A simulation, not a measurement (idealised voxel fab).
process module | voxel transistor to metal
cross-section cut | 150 nm wide | cells 5 nm
A cross-section is a grid of square cells, given in bands from the top down. A band is one or more rows of cells.
Each band's line starts with the height of the band's top and of its bottom, in nm. Then come its materials from left to right, each with its width in nm. One material with "throughout" fills the band from edge to edge. "air" is empty space.
Height 0 is the level under which the wafer as received is all one material. The lowest band goes on downwards, as in "0 down".
A width such as "30 to 40" changes by the same amount from each row of cells to the next, from the band's top row to its bottom row.
"no change" after a step means that no cell of the cross-section changed.
closed voids: empty space of 8 cells or more with no open way to the top, each as width x height at its distance from the left edge, in nm
after a step's settings: what the simulator itself notes on the step
overlay nm, on a step with a mask: how far to the right of its planned place the mask lay; to the left if negative
Each pair below shows a cross-section before one step and the cross-section after it, down to the lowest band that changed. The line under each pair gives the step between them, with its settings. The pairs can come from different runs of this module on the same starting wafer, so a pair continues from the pair above only where its "before" says so.
before
  25 to 20: air 50 | SiN 10 | air 5 | SiCN 15 | air 5 | SiN 10 | air 55
  20 to 15: air 50 | SiN 10 | SiO2 5 | SiCN 15 | SiO2 5 | SiN 10 | air 55
  15 to -5: air 50 | SiN 10 | SiO2 5 | polySi 15 | SiO2 5 | SiN 10 | air 55
  -5 to -10: air 45 | SiGe 5 | SiO2 45 | SiGe 5 | air 50
  -10 to -15: SiO2 20 | SiGe 30 | Si 45 | SiGe 30 | SiO2 25
  -15 to -55: SiO2 20 | Si 105 | SiO2 25
  -55 down: Si throughout
  closed voids: none
after
  30 to 25: SiO2 throughout
  25 to 15: SiO2 50 | SiN 10 | SiO2 5 | SiCN 15 | SiO2 5 | SiN 10 | SiO2 55
  15 to -5: SiO2 50 | SiN 10 | SiO2 5 | polySi 15 | SiO2 5 | SiN 10 | SiO2 55
  -5 to -10: SiO2 45 | SiGe 5 | SiO2 45 | SiGe 5 | SiO2 50
  below -10: unchanged
  closed voids: none
the step between: op FILL_DEP | material SiO2 | thk nm 5
before: the cross-section after the pair above
after
  25 to 15: SiO2 50 | SiN 10 | SiO2 5 | SiCN 15 | SiO2 5 | SiN 10 | SiO2 55
  below 15: unchanged
  closed voids: none
the step between: op CMP | height nm 25
before: the cross-section after the pair above
after
  35 to 25: SiO2 throughout
  below 25: unchanged
  closed voids: none
the step between: op DIRECTIONAL_DEP | material SiO2 | thk nm 10
before: the cross-section after the pair above
after
  50 to 35: aC throughout
  below 35: unchanged
  closed voids: none
the step between: op DIRECTIONAL_DEP | material aC | thk nm 15
before: the cross-section after the pair above
after
  85 to 50: resist 30 | air 30 | resist 25 | air 30 | resist 35
  below 50: unchanged
  closed voids: none
the step between: op PATTERN | tone open | mask id CONTACT | material resist | width nm 30 | pitch nm 55 | thk nm 35 | overlay nm 0
before: the cross-section after the pair above
after
  70 to 50: resist 30 | air 30 | resist 25 | air 30 | resist 35
  50 to 35: aC 30 | air 30 | aC 25 | air 30 | aC 35
  below 35: unchanged
  closed voids: none
the step between: op DIRECTIONAL_ETCH | etch materials aC | depth nm 15
before: the cross-section after the pair above
after
  50 to 35: aC 30 | air 30 | aC 25 | air 30 | aC 35
  below 35: unchanged
  closed voids: none
the step between: op STRIP | etch materials resist
before: the cross-section after the pair above
after
  50 to 35: aC 30 | air 30 | aC 25 | air 30 | aC 35
  35 to 25: SiO2 30 | air 30 | SiO2 25 | air 30 | SiO2 35
  25 to 15: SiO2 30 | air 20 | SiN 10 | SiO2 5 | SiCN 15 | SiO2 5 | SiN 10 | air 20 | SiO2 35
  15 to -5: SiO2 30 | air 20 | SiN 10 | SiO2 5 | polySi 15 | SiO2 5 | SiN 10 | air 20 | SiO2 35
  -5 to -10: SiO2 30 | air 15 | SiGe 5 | SiO2 45 | SiGe 5 | air 15 | SiO2 35
  below -10: unchanged
  closed voids: none
the step between: op DIRECTIONAL_ETCH | etch materials SiO2 | depth nm 45
before: the cross-section after the pair above
after
  35 to 25: SiO2 30 | air 30 | SiO2 25 | air 30 | SiO2 35
  below 25: unchanged
  closed voids: none
the step between: op STRIP | etch materials aC
before: the cross-section after the pair above
after
  40 to 35: TiN 35 | air 20 | TiN 35 | air 20 | TiN 40
  35 to 25: SiO2 30 | TiN 5 | air 20 to 10 | TiN 5 to 15 | SiO2 25 | TiN 5 to 15 | air 20 to 10 | TiN 5 | SiO2 35
  25 to 15: SiO2 30 | TiN 5 | air 10 | TiN 5 | SiN 10 | SiO2 5 | SiCN 15 | SiO2 5 | SiN 10 | TiN 5 | air 10 | TiN 5 | SiO2 35
  15 to 0: SiO2 30 | TiN 5 | air 10 | TiN 5 | SiN 10 | SiO2 5 | polySi 15 | SiO2 5 | SiN 10 | TiN 5 | air 10 | TiN 5 | SiO2 35
  0 to -5: SiO2 30 | TiN 5 | air 5 | TiN 10 | SiN 10 | SiO2 5 | polySi 15 | SiO2 5 | SiN 10 | TiN 10 | air 5 | TiN 5 | SiO2 35
  -5 to -10: SiO2 30 | TiN 15 | SiGe 5 | SiO2 45 | SiGe 5 | TiN 15 | SiO2 35
  below -10: unchanged
  closed voids: none
the step between: op CONFORMAL_DEP | material TiN | thk nm 5
before: the cross-section after the pair above
after
  45 to 40: W throughout
  40 to 35: TiN 35 | W 20 | TiN 35 | W 20 | TiN 40
  35 to 25: SiO2 30 | TiN 5 | W 20 to 10 | TiN 5 to 15 | SiO2 25 | TiN 5 to 15 | W 20 to 10 | TiN 5 | SiO2 35
  25 to 15: SiO2 30 | TiN 5 | W 10 | TiN 5 | SiN 10 | SiO2 5 | SiCN 15 | SiO2 5 | SiN 10 | TiN 5 | W 10 | TiN 5 | SiO2 35
  15 to 0: SiO2 30 | TiN 5 | W 10 | TiN 5 | SiN 10 | SiO2 5 | polySi 15 | SiO2 5 | SiN 10 | TiN 5 | W 10 | TiN 5 | SiO2 35
  0 to -5: SiO2 30 | TiN 5 | W 5 | TiN 10 | SiN 10 | SiO2 5 | polySi 15 | SiO2 5 | SiN 10 | TiN 10 | W 5 | TiN 5 | SiO2 35
  below -5: unchanged
  closed voids: none
the step between: op FILL_DEP | material W | thk nm 5
before: the cross-section after the pair above
after
  35 to 25: SiO2 30 | TiN 5 | W 20 to 10 | TiN 5 to 15 | SiO2 25 | TiN 5 to 15 | W 20 to 10 | TiN 5 | SiO2 35
  below 25: unchanged
  closed voids: none
the step between: op CMP | height nm 35
before: the cross-section after the pair above
after
  40 to 35: TiN throughout
  below 35: unchanged
  closed voids: none
the step between: op DIRECTIONAL_DEP | material TiN | thk nm 5
before: the cross-section after the pair above
after
  55 to 40: Ru throughout
  below 40: unchanged
  closed voids: none
the step between: op DIRECTIONAL_DEP | material Ru | thk nm 15
before: the cross-section after the pair above
after
  75 to 55: air 30 | resist 15 | air 55 | resist 15 | air 35
  below 55: unchanged
  closed voids: none
the step between: op PATTERN | tone cover | mask id METAL_1 | material resist | width nm 15 | pitch nm 70 | thk nm 20 | overlay nm 0
before: the cross-section after the pair above
after
  75 to 55: air 30 | resist 15 | air 55 | resist 15 | air 35
  55 to 40: air 30 | Ru 15 | air 55 | Ru 15 | air 35
  below 40: unchanged
  closed voids: none
the step between: op DIRECTIONAL_ETCH | etch materials Ru | depth nm 15
before: the cross-section after the pair above
after
  75 to 55: air 30 | resist 15 | air 55 | resist 15 | air 35
  55 to 40: air 30 | Ru 15 | air 55 | Ru 15 | air 35
  40 to 35: air 30 | TiN 15 | air 55 | TiN 15 | air 35
  below 35: unchanged
  closed voids: none
the step between: op DIRECTIONAL_ETCH | etch materials TiN | depth nm 5
before: the cross-section after the pair above
after
  55 to 40: air 30 | Ru 15 | air 55 | Ru 15 | air 35
  below 40: unchanged
  closed voids: none
the step between: op STRIP | etch materials resist
before: the cross-section after the pair above
after
  60 to 55: air 25 | SiCN 25 | air 45 | SiCN 25 | air 30
  55 to 40: air 25 | SiCN 5 | Ru 15 | SiCN 5 | air 45 | SiCN 5 | Ru 15 | SiCN 5 | air 30
  40 to 35: SiCN 30 | TiN 15 | SiCN 55 | TiN 15 | SiCN 35
  below 35: unchanged
  closed voids: none
the step between: op CONFORMAL_DEP | material SiCN | thk nm 5
before: the cross-section after the pair above
after
  70 to 60: lowk throughout
  60 to 55: lowk 25 | SiCN 25 | lowk 45 | SiCN 25 | lowk 30
  55 to 40: lowk 25 | SiCN 5 | Ru 15 | SiCN 5 | lowk 45 | SiCN 5 | Ru 15 | SiCN 5 | lowk 30
  below 40: unchanged
  closed voids: none
the step between: op FILL_DEP | material lowk | thk nm 10
before: the cross-section after the pair above
after
  55 to 40: lowk 25 | SiCN 5 | Ru 15 | SiCN 5 | lowk 45 | SiCN 5 | Ru 15 | SiCN 5 | lowk 30
  below 40: unchanged
  closed voids: none
the step between: op CMP | height nm 55
before: the cross-section after the pair above
after
  60 to 55: SiCN throughout
  below 55: unchanged
  closed voids: none
the step between: op CONFORMAL_DEP | material SiCN | thk nm 5
before: the cross-section after the pair above
after
  95 to 60: SiO2 throughout
  below 60: unchanged
  closed voids: none
the step between: op DIRECTIONAL_DEP | material SiO2 | thk nm 35
before: the cross-section after the pair above
after
  115 to 95: resist 30 | air 15 | resist 55 | air 15 | resist 35
  below 95: unchanged
  closed voids: none
the step between: op PATTERN | tone open | mask id METAL_2 | material resist | width nm 15 | pitch nm 70 | thk nm 20 | overlay nm 0
before: the cross-section after the pair above
after
  115 to 95: resist 30 | air 15 | resist 55 | air 15 | resist 35
  95 to 75: SiO2 30 | air 15 | SiO2 55 | air 15 | SiO2 35
  below 75: unchanged
  closed voids: none
the step between: op DIRECTIONAL_ETCH | etch materials SiO2 | depth nm 20
before: the cross-section after the pair above
after
  95 to 75: SiO2 30 | air 15 | SiO2 55 | air 15 | SiO2 35
  below 75: unchanged
  closed voids: none
the step between: op STRIP | etch materials resist
before: the cross-section after the pair above
after
  105 to 95: aC 30 | air 15 | aC 55 | air 15 | aC 35
  95 to 85: SiO2 30 | air 15 | SiO2 55 | air 15 | SiO2 35
  85 to 75: SiO2 30 | aC 15 | SiO2 55 | aC 15 | SiO2 35
  below 75: unchanged
  closed voids: none
the step between: op DIRECTIONAL_DEP | material aC | thk nm 10
before: the cross-section after the pair above
after
  135 to 105: resist 30 | air 15 | resist 55 | air 15 | resist 35
  below 105: unchanged
  closed voids: none
the step between: op PATTERN | tone open | mask id METAL_2_HOLES | material resist | width nm 15 | pitch nm 70 | thk nm 30 | overlay nm 0
before: the cross-section after the pair above
after
  125 to 105: resist 30 | air 15 | resist 55 | air 15 | resist 35
  105 to 95: aC 30 | air 15 | aC 55 | air 15 | aC 35
  95 to 75: SiO2 30 | air 15 | SiO2 55 | air 15 | SiO2 35
  below 75: unchanged
  closed voids: none
the step between: op DIRECTIONAL_ETCH | etch materials aC | depth nm 10
before: the cross-section after the pair above
after
  105 to 95: aC 30 | air 15 | aC 55 | air 15 | aC 35
  below 95: unchanged
  closed voids: none
the step between: op STRIP | etch materials resist
before: the cross-section after the pair above
after
  105 to 95: aC 30 | air 15 | aC 55 | air 15 | aC 35
  95 to 60: SiO2 30 | air 15 | SiO2 55 | air 15 | SiO2 35
  below 60: unchanged
  closed voids: none
the step between: op DIRECTIONAL_ETCH | etch materials SiO2 | depth nm 15
before: the cross-section after the pair above
after
  105 to 95: aC 30 | air 15 | aC 55 | air 15 | aC 35
  95 to 60: SiO2 30 | air 15 | SiO2 55 | air 15 | SiO2 35
  60 to 55: SiCN 30 | air 15 | SiCN 55 | air 15 | SiCN 35
  below 55: unchanged
  closed voids: none
the step between: op DIRECTIONAL_ETCH | etch materials SiCN | depth nm 5
before: the cross-section after the pair above
after
  95 to 60: SiO2 30 | air 15 | SiO2 55 | air 15 | SiO2 35
  below 60: unchanged
  closed voids: none
the step between: op STRIP | etch materials aC
before: the cross-section after the pair above
after
  100 to 95: TiN 35 | air 5 | TiN 65 | air 5 | TiN 40
  95 to 60: SiO2 30 | TiN 5 | air 5 | TiN 5 | SiO2 55 | TiN 5 | air 5 | TiN 5 | SiO2 35
  60 to 55: SiCN 30 | TiN 15 | SiCN 55 | TiN 15 | SiCN 35
  below 55: unchanged
  closed voids: none
the step between: op CONFORMAL_DEP | material TiN | thk nm 5
before: the cross-section after the pair above
after
  105 to 100: Cu throughout
  100 to 95: TiN 35 | Cu 5 | TiN 65 | Cu 5 | TiN 40
  95 to 60: SiO2 30 | TiN 5 | Cu 5 | TiN 5 | SiO2 55 | TiN 5 | Cu 5 | TiN 5 | SiO2 35
  below 60: unchanged
  closed voids: none
the step between: op FILL_DEP | material Cu | thk nm 5
before: the cross-section after the pair above
after
  95 to 60: SiO2 30 | TiN 5 | Cu 5 | TiN 5 | SiO2 55 | TiN 5 | Cu 5 | TiN 5 | SiO2 35
  below 60: unchanged
  closed voids: none
the step between: op CMP | height nm 95
before: the cross-section after the pair above
after
  100 to 95: SiCN throughout
  below 95: unchanged
  closed voids: none
the step between: op CONFORMAL_DEP | material SiCN | thk nm 5
before
  55 to 40: lowk 25 | SiCN 5 | Ru 15 | SiCN 5 | lowk 45 | SiCN 5 | Ru 15 | SiCN 5 | lowk 30
  40 to 35: SiCN 30 | TiN 15 | SiCN 55 | TiN 15 | SiCN 35
  35 to 25: SiO2 30 | TiN 5 | W 20 to 10 | TiN 5 to 15 | SiO2 25 | TiN 5 to 15 | W 20 to 10 | TiN 5 | SiO2 35
  25 to 15: SiO2 30 | TiN 5 | W 10 | TiN 5 | SiN 10 | SiO2 5 | SiCN 15 | SiO2 5 | SiN 10 | TiN 5 | W 10 | TiN 5 | SiO2 35
  15 to 0: SiO2 30 | TiN 5 | W 10 | TiN 5 | SiN 10 | SiO2 5 | polySi 15 | SiO2 5 | SiN 10 | TiN 5 | W 10 | TiN 5 | SiO2 35
  0 to -5: SiO2 30 | TiN 5 | W 5 | TiN 10 | SiN 10 | SiO2 5 | polySi 15 | SiO2 5 | SiN 10 | TiN 10 | W 5 | TiN 5 | SiO2 35
  -5 to -10: SiO2 30 | TiN 15 | SiGe 5 | SiO2 45 | SiGe 5 | TiN 15 | SiO2 35
  -10 to -15: SiO2 20 | SiGe 30 | Si 45 | SiGe 30 | SiO2 25
  -15 to -30: SiO2 20 | Si 105 | SiO2 25
  -30 down: Si throughout
  closed voids: none
after
  90 to 55: SiO2 throughout
  below 55: unchanged
  closed voids: none
the step between: op DIRECTIONAL_DEP | material SiO2 | thk nm 35
before: the cross-section after the pair above
after
  95 to 90: SiCN throughout
  below 90: unchanged
  closed voids: none
the step between: op CONFORMAL_DEP | material SiCN | thk nm 5
before: the cross-section after the pair above
after
  115 to 95: resist 30 | air 15 | resist 55 | air 15 | resist 35
  below 95: unchanged
  closed voids: none
the step between: op PATTERN | tone open | mask id METAL_2 | material resist | width nm 15 | pitch nm 70 | thk nm 20 | overlay nm 0
before: the cross-section after the pair above
after
  95 to 90: SiCN throughout
  below 90: unchanged
  closed voids: none
the step between: op STRIP | etch materials resist
before: the cross-section after the pair above
after
  105 to 95: aC throughout
  below 95: unchanged
  closed voids: none
the step between: op DIRECTIONAL_DEP | material aC | thk nm 10
before: the cross-section after the pair above
after
  135 to 105: resist 30 | air 15 | resist 55 | air 15 | resist 35
  below 105: unchanged
  closed voids: none
the step between: op PATTERN | tone open | mask id METAL_2_HOLES | material resist | width nm 15 | pitch nm 70 | thk nm 30 | overlay nm 0
before: the cross-section after the pair above
after
  125 to 105: resist 30 | air 15 | resist 55 | air 15 | resist 35
  105 to 95: aC 30 | air 15 | aC 55 | air 15 | aC 35
  below 95: unchanged
  closed voids: none
the step between: op DIRECTIONAL_ETCH | etch materials aC | depth nm 10
before: the cross-section after the pair above
after
  105 to 95: aC 30 | air 15 | aC 55 | air 15 | aC 35
  below 95: unchanged
  closed voids: none
the step between: op STRIP | etch materials resist
before: the cross-section after the pair above
after
  105 to 95: aC 30 | air 15 | aC 55 | air 15 | aC 35
  95 to 90: SiCN 30 | air 15 | SiCN 55 | air 15 | SiCN 35
  below 90: unchanged
  closed voids: none
the step between: op DIRECTIONAL_ETCH | etch materials SiCN | depth nm 5
before: the cross-section after the pair above
after
  95 to 90: SiCN 30 | air 15 | SiCN 55 | air 15 | SiCN 35
  below 90: unchanged
  closed voids: none
the step between: op STRIP | etch materials aC
before: the cross-section after the pair above
after
  100 to 95: TiN 35 | air 5 | TiN 65 | air 5 | TiN 40
  95 to 90: SiCN 30 | TiN 15 | SiCN 55 | TiN 15 | SiCN 35
  below 90: unchanged
  closed voids: none
the step between: op CONFORMAL_DEP | material TiN | thk nm 5
before: the cross-section after the pair above
after
  105 to 100: Cu throughout
  100 to 95: TiN 35 | Cu 5 | TiN 65 | Cu 5 | TiN 40
  below 95: unchanged
  closed voids: none
the step between: op FILL_DEP | material Cu | thk nm 5
before: the cross-section after the pair above
after
  95 to 90: SiCN 30 | TiN 15 | SiCN 55 | TiN 15 | SiCN 35
  below 90: unchanged
  closed voids: none
the step between: op CMP | height nm 95
before: the cross-section after the pair above
after
  100 to 95: SiCN throughout
  below 95: unchanged
  closed voids: none
the step between: op CONFORMAL_DEP | material SiCN | thk nm 5
before
  30 to 25: air 60 | SiO2 25 | air 65
  25 to 15: air 60 | SiO2 5 | SiCN 15 | SiO2 5 | air 65
  15 to 0: air 60 | SiO2 5 | polySi 15 | SiO2 5 | air 65
  0 to -5: SiO2 65 | polySi 15 | SiO2 70
  -5 to -10: SiO2 throughout
  -10 to -30: SiO2 20 | Si 105 | SiO2 25
  -30 down: Si throughout
  closed voids: none
after
  25 to 15: air 65 | SiCN 15 | air 70
  15 to -5: air 60 | SiO2 5 | polySi 15 | SiO2 5 | air 65
  -5 to -10: air 60 | SiO2 25 | air 65
  -10 to -15: air 20 | Si 105 | air 25
  below -15: unchanged
  closed voids: none
the step between: op DIRECTIONAL_ETCH | etch materials SiO2 | depth nm 15
before: the cross-section after the pair above
after
  35 to 25: air 55 | SiN 35 | air 60
  25 to 15: air 50 | SiN 15 | SiCN 15 | SiN 15 | air 55
  15 to 0: air 50 | SiN 10 | SiO2 5 | polySi 15 | SiO2 5 | SiN 10 | air 55
  0 to -5: air 10 | SiN 50 | SiO2 5 | polySi 15 | SiO2 5 | SiN 50 | air 15
  -5 to -10: SiN 60 | SiO2 25 | SiN 65
  -10 to -15: SiN 20 | Si 105 | SiN 25
  below -15: unchanged
  closed voids: none
the step between: op CONFORMAL_DEP | material SiN | thk nm 10
before: the cross-section after the pair above
after
  25 to 15: air 55 | SiN 10 | SiCN 15 | SiN 10 | air 60
  15 to -5: air 50 | SiN 10 | SiO2 5 | polySi 15 | SiO2 5 | SiN 10 | air 55
  -5 to -10: air 50 | SiN 10 | SiO2 25 | SiN 10 | air 55
  -10 to -15: air 10 | SiN 10 | Si 105 | SiN 10 | air 15
  below -15: unchanged
  closed voids: none
the step between: op DIRECTIONAL_ETCH | etch materials SiN | depth nm 10
before: the cross-section after the pair above
after
  25 to 15: air 55 | SiN 10 | SiCN 15 | SiN 10 | air 60
  15 to -5: air 50 | SiN 10 | SiO2 5 | polySi 15 | SiO2 5 | SiN 10 | air 55
  -5 to -10: air 50 | SiN 10 | SiO2 25 | SiN 10 | air 55
  -10 to -15: air 10 | SiN 10 | Si 105 | SiN 10 | air 15
  -15 to -20: air 10 | SiO2 10 | Si 105 | SiO2 10 | air 15
  below -20: unchanged
  closed voids: none
the step between: op DIRECTIONAL_ETCH | etch materials SiO2 | depth nm 5
before: the cross-section after the pair above
after
  25 to 15: air 55 | SiN 10 | SiCN 15 | SiN 10 | air 60
  15 to -5: air 50 | SiN 10 | SiO2 5 | polySi 15 | SiO2 5 | SiN 10 | air 55
  -5 to -10: air 50 | SiN 10 | SiO2 25 | SiN 10 | air 55
  -10 to -15: air 10 | SiN 10 | air 30 | Si 45 | air 30 | SiN 10 | air 15
  below -15: unchanged
  closed voids: none
the step between: op DIRECTIONAL_ETCH | etch materials Si | depth nm 5
before: the cross-section after the pair above
after
  25 to 15: air 55 | SiN 10 | SiCN 15 | SiN 10 | air 60
  15 to -5: air 50 | SiN 10 | SiO2 5 | polySi 15 | SiO2 5 | SiN 10 | air 55
  -5 to -10: air 45 | SiGe 5 | SiN 10 | SiO2 25 | SiN 10 | SiGe 5 | air 50
  -10 to -15: air 10 | SiN 10 | SiGe 30 | Si 45 | SiGe 30 | SiN 10 | air 15
  below -15: unchanged
  closed voids: none
the step between: op EPI | material SiGe | thk nm 5
before: the cross-section after the pair above
after
  30 to 25: SiO2 throughout
  25 to 15: SiO2 55 | SiN 10 | SiCN 15 | SiN 10 | SiO2 60
  15 to -5: SiO2 50 | SiN 10 | SiO2 5 | polySi 15 | SiO2 5 | SiN 10 | SiO2 55
  -5 to -10: SiO2 45 | SiGe 5 | SiN 10 | SiO2 25 | SiN 10 | SiGe 5 | SiO2 50
  -10 to -15: SiO2 10 | SiN 10 | SiGe 30 | Si 45 | SiGe 30 | SiN 10 | SiO2 15
  -15 to -30: SiO2 20 | Si 105 | SiO2 25
  below -30: unchanged
  closed voids: none
the step between: op FILL_DEP | material SiO2 | thk nm 5
before: the cross-section after the pair above
after
  25 to 15: SiO2 55 | SiN 10 | SiCN 15 | SiN 10 | SiO2 60
  below 15: unchanged
  closed voids: none
the step between: op CMP | height nm 25
before: the cross-section after the pair above
after
  35 to 25: SiO2 throughout
  below 25: unchanged
  closed voids: none
the step between: op DIRECTIONAL_DEP | material SiO2 | thk nm 10
before: the cross-section after the pair above
after
  50 to 35: aC throughout
  below 35: unchanged
  closed voids: none
the step between: op DIRECTIONAL_DEP | material aC | thk nm 15
before: the cross-section after the pair above
after
  85 to 50: resist 30 | air 30 | resist 25 | air 30 | resist 35
  below 50: unchanged
  closed voids: none
the step between: op PATTERN | tone open | mask id CONTACT | material resist | width nm 30 | pitch nm 55 | thk nm 35 | overlay nm 0
before: the cross-section after the pair above
after
  70 to 50: resist 30 | air 30 | resist 25 | air 30 | resist 35
  50 to 35: aC 30 | air 30 | aC 25 | air 30 | aC 35
  below 35: unchanged
  closed voids: none
the step between: op DIRECTIONAL_ETCH | etch materials aC | depth nm 15
before: the cross-section after the pair above
after
  50 to 35: aC 30 | air 30 | aC 25 | air 30 | aC 35
  below 35: unchanged
  closed voids: none
the step between: op STRIP | etch materials resist
before: the cross-section after the pair above
after
  50 to 35: aC 30 | air 30 | aC 25 | air 30 | aC 35
  35 to 25: SiO2 30 | air 30 | SiO2 25 | air 30 | SiO2 35
  25 to 15: SiO2 30 | air 25 | SiN 10 | SiCN 15 | SiN 10 | air 25 | SiO2 35
  15 to -5: SiO2 30 | air 20 | SiN 10 | SiO2 5 | polySi 15 | SiO2 5 | SiN 10 | air 20 | SiO2 35
  -5 to -10: SiO2 30 | air 15 | SiGe 5 | SiN 10 | SiO2 25 | SiN 10 | SiGe 5 | air 15 | SiO2 35
  below -10: unchanged
  closed voids: none
the step between: op DIRECTIONAL_ETCH | etch materials SiO2 | depth nm 45
before: the cross-section after the pair above
after
  35 to 25: SiO2 30 | air 30 | SiO2 25 | air 30 | SiO2 35
  below 25: unchanged
  closed voids: none
the step between: op STRIP | etch materials aC
before: the cross-section after the pair above
after
  40 to 35: TiN 35 | air 20 | TiN 35 | air 20 | TiN 40
  35 to 25: SiO2 30 | TiN 5 | air 20 to 15 | TiN 5 to 10 | SiO2 25 | TiN 5 to 10 | air 20 to 15 | TiN 5 | SiO2 35
  25 to 15: SiO2 30 | TiN 5 | air 15 to 10 | TiN 5 to 10 | SiN 10 | SiCN 15 | SiN 10 | TiN 5 to 10 | air 15 to 10 | TiN 5 | SiO2 35
  15 to 0: SiO2 30 | TiN 5 | air 10 | TiN 5 | SiN 10 | SiO2 5 | polySi 15 | SiO2 5 | SiN 10 | TiN 5 | air 10 | TiN 5 | SiO2 35
  0 to -5: SiO2 30 | TiN 5 | air 5 | TiN 10 | SiN 10 | SiO2 5 | polySi 15 | SiO2 5 | SiN 10 | TiN 10 | air 5 | TiN 5 | SiO2 35
  -5 to -10: SiO2 30 | TiN 15 | SiGe 5 | SiN 10 | SiO2 25 | SiN 10 | SiGe 5 | TiN 15 | SiO2 35
  below -10: unchanged
  closed voids: none
the step between: op CONFORMAL_DEP | material TiN | thk nm 5
before: the cross-section after the pair above
after
  45 to 40: W throughout
  40 to 35: TiN 35 | W 20 | TiN 35 | W 20 | TiN 40
  35 to 25: SiO2 30 | TiN 5 | W 20 to 15 | TiN 5 to 10 | SiO2 25 | TiN 5 to 10 | W 20 to 15 | TiN 5 | SiO2 35
  25 to 15: SiO2 30 | TiN 5 | W 15 to 10 | TiN 5 to 10 | SiN 10 | SiCN 15 | SiN 10 | TiN 5 to 10 | W 15 to 10 | TiN 5 | SiO2 35
  15 to 0: SiO2 30 | TiN 5 | W 10 | TiN 5 | SiN 10 | SiO2 5 | polySi 15 | SiO2 5 | SiN 10 | TiN 5 | W 10 | TiN 5 | SiO2 35
  0 to -5: SiO2 30 | TiN 5 | W 5 | TiN 10 | SiN 10 | SiO2 5 | polySi 15 | SiO2 5 | SiN 10 | TiN 10 | W 5 | TiN 5 | SiO2 35
  below -5: unchanged
  closed voids: none
the step between: op FILL_DEP | material W | thk nm 5
before: the cross-section after the pair above
after
  35 to 25: SiO2 30 | TiN 5 | W 20 to 15 | TiN 5 to 10 | SiO2 25 | TiN 5 to 10 | W 20 to 15 | TiN 5 | SiO2 35
  below 25: unchanged
  closed voids: none
the step between: op CMP | height nm 35
before: the cross-section after the pair above
after
  40 to 35: TiN throughout
  below 35: unchanged
  closed voids: none
the step between: op DIRECTIONAL_DEP | material TiN | thk nm 5
before: the cross-section after the pair above
after
  55 to 40: Ru throughout
  below 40: unchanged
  closed voids: none
the step between: op DIRECTIONAL_DEP | material Ru | thk nm 15
before: the cross-section after the pair above
after
  75 to 55: air 30 | resist 15 | air 55 | resist 15 | air 35
  below 55: unchanged
  closed voids: none
the step between: op PATTERN | tone cover | mask id METAL_1 | material resist | width nm 15 | pitch nm 70 | thk nm 20 | overlay nm 0
before: the cross-section after the pair above
after
  75 to 55: air 30 | resist 15 | air 55 | resist 15 | air 35
  55 to 40: air 30 | Ru 15 | air 55 | Ru 15 | air 35
  below 40: unchanged
  closed voids: none
the step between: op DIRECTIONAL_ETCH | etch materials Ru | depth nm 15
before: the cross-section after the pair above
after
  75 to 55: air 30 | resist 15 | air 55 | resist 15 | air 35
  55 to 40: air 30 | Ru 15 | air 55 | Ru 15 | air 35
  40 to 35: air 30 | TiN 15 | air 55 | TiN 15 | air 35
  below 35: unchanged
  closed voids: none
the step between: op DIRECTIONAL_ETCH | etch materials TiN | depth nm 5
before: the cross-section after the pair above
after
  55 to 40: air 30 | Ru 15 | air 55 | Ru 15 | air 35
  below 40: unchanged
  closed voids: none
the step between: op STRIP | etch materials resist
before: the cross-section after the pair above
after
  60 to 55: air 25 | SiCN 25 | air 45 | SiCN 25 | air 30
  55 to 40: air 25 | SiCN 5 | Ru 15 | SiCN 5 | air 45 | SiCN 5 | Ru 15 | SiCN 5 | air 30
  40 to 35: SiCN 30 | TiN 15 | SiCN 55 | TiN 15 | SiCN 35
  below 35: unchanged
  closed voids: none
the step between: op CONFORMAL_DEP | material SiCN | thk nm 5
before: the cross-section after the pair above
after
  70 to 60: lowk throughout
  60 to 55: lowk 25 | SiCN 25 | lowk 45 | SiCN 25 | lowk 30
  55 to 40: lowk 25 | SiCN 5 | Ru 15 | SiCN 5 | lowk 45 | SiCN 5 | Ru 15 | SiCN 5 | lowk 30
  below 40: unchanged
  closed voids: none
the step between: op FILL_DEP | material lowk | thk nm 10
before: the cross-section after the pair above
after
  55 to 40: lowk 25 | SiCN 5 | Ru 15 | SiCN 5 | lowk 45 | SiCN 5 | Ru 15 | SiCN 5 | lowk 30
  below 40: unchanged
  closed voids: none
the step between: op CMP | height nm 55
before: the cross-section after the pair above
after
  60 to 55: SiCN throughout
  below 55: unchanged
  closed voids: none
the step between: op CONFORMAL_DEP | material SiCN | thk nm 5
before: the cross-section after the pair above
after
  95 to 60: SiO2 throughout
  below 60: unchanged
  closed voids: none
the step between: op DIRECTIONAL_DEP | material SiO2 | thk nm 35
before: the cross-section after the pair above
after
  115 to 95: resist 30 | air 15 | resist 55 | air 15 | resist 35
  below 95: unchanged
  closed voids: none
the step between: op PATTERN | tone open | mask id METAL_2 | material resist | width nm 15 | pitch nm 70 | thk nm 20 | overlay nm 0
before: the cross-section after the pair above
after
  115 to 95: resist 30 | air 15 | resist 55 | air 15 | resist 35
  95 to 75: SiO2 30 | air 15 | SiO2 55 | air 15 | SiO2 35
  below 75: unchanged
  closed voids: none
the step between: op DIRECTIONAL_ETCH | etch materials SiO2 | depth nm 20
before: the cross-section after the pair above
after
  95 to 75: SiO2 30 | air 15 | SiO2 55 | air 15 | SiO2 35
  below 75: unchanged
  closed voids: none
the step between: op STRIP | etch materials resist
before: the cross-section after the pair above
after
  105 to 95: aC 30 | air 15 | aC 55 | air 15 | aC 35
  95 to 85: SiO2 30 | air 15 | SiO2 55 | air 15 | SiO2 35
  85 to 75: SiO2 30 | aC 15 | SiO2 55 | aC 15 | SiO2 35
  below 75: unchanged
  closed voids: none
the step between: op DIRECTIONAL_DEP | material aC | thk nm 10
before: the cross-section after the pair above
after
  135 to 105: resist 30 | air 15 | resist 55 | air 15 | resist 35
  below 105: unchanged
  closed voids: none
the step between: op PATTERN | tone open | mask id METAL_2_HOLES | material resist | width nm 15 | pitch nm 70 | thk nm 30 | overlay nm 0
before: the cross-section after the pair above
after
  125 to 105: resist 30 | air 15 | resist 55 | air 15 | resist 35
  105 to 95: aC 30 | air 15 | aC 55 | air 15 | aC 35
  95 to 75: SiO2 30 | air 15 | SiO2 55 | air 15 | SiO2 35
  below 75: unchanged
  closed voids: none
the step between: op DIRECTIONAL_ETCH | etch materials aC | depth nm 10
before: the cross-section after the pair above
after
  105 to 95: aC 30 | air 15 | aC 55 | air 15 | aC 35
  below 95: unchanged
  closed voids: none
the step between: op STRIP | etch materials resist
before: the cross-section after the pair above
after
  105 to 95: aC 30 | air 15 | aC 55 | air 15 | aC 35
  95 to 60: SiO2 30 | air 15 | SiO2 55 | air 15 | SiO2 35
  below 60: unchanged
  closed voids: none
the step between: op DIRECTIONAL_ETCH | etch materials SiO2 | depth nm 15
